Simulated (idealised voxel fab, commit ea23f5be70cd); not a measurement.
process module | voxel released beams
cross-section cut | 210 nm wide | cells 5 nm
A cross-section is a grid of square cells, given in bands from the top down. A band is one or more rows of cells.
Each band's line starts with the height of the band's top and of its bottom, in nm. Then come its materials from left to right, each with its width in nm. One material with "throughout" fills the band from edge to edge. "air" is empty space.
Height 0 is the level under which the wafer as received is all one material. The lowest band goes on downwards, as in "0 down".
A width such as "30 to 40" changes by the same amount from each row of cells to the next, from the band's top row to its bottom row.
"no change" after a step means that no cell of the cross-section changed.
closed voids: empty space of 8 cells or more with no open way to the top, each as width x height at its distance from the left edge, in nm
after a step's settings: what the simulator itself notes on the step
overlay nm, on a step with a mask: how far to the right of its planned place the mask lay; to the left if negative
plan
1 op RECEIVE | material Si
2 op CONFORMAL_DEP | material Al2O3 | thk nm 10
3 op DIRECTIONAL_DEP | material SiO2 | thk nm 20
4 op PATTERN | tone open | mask id ANCHOR | material resist | width nm 35 | thk nm 20 | overlay nm 0
5 op DIRECTIONAL_ETCH | etch materials SiO2 | depth nm 20
6 op STRIP | etch materials resist
7 op CONFORMAL_DEP | material polySi | thk nm 15
8 op MASKED_ETCH | tone cover | mask id BEAM | width nm 115 | etch materials polySi | depth nm 15 | overlay nm -15
9 op STRIP | etch materials SiO2
varied across the wafers: overlay nm of step 8. The plan shows the first wafer's value. All wafers start alike
first wafer as received, after step 1
  0 down: Si throughout
  closed voids: none
each wafer at the end: cells of each material gained (+) or lost (-) since it was received, then its closed voids
overlay nm -15 | +84 Al2O3 | +93 polySi | closed voids: none
overlay nm -10 | +84 Al2O3 | +93 polySi | closed voids: none
overlay nm -5 | +84 Al2O3 | +93 polySi | closed voids: none
overlay nm 0 | +84 Al2O3 | +93 polySi | closed voids: none
overlay nm 5 | +84 Al2O3 | +93 polySi | closed voids: none
overlay nm 10 | +84 Al2O3 | +93 polySi | closed voids: none
overlay nm 15 | +84 Al2O3 | +93 polySi | closed voids: none
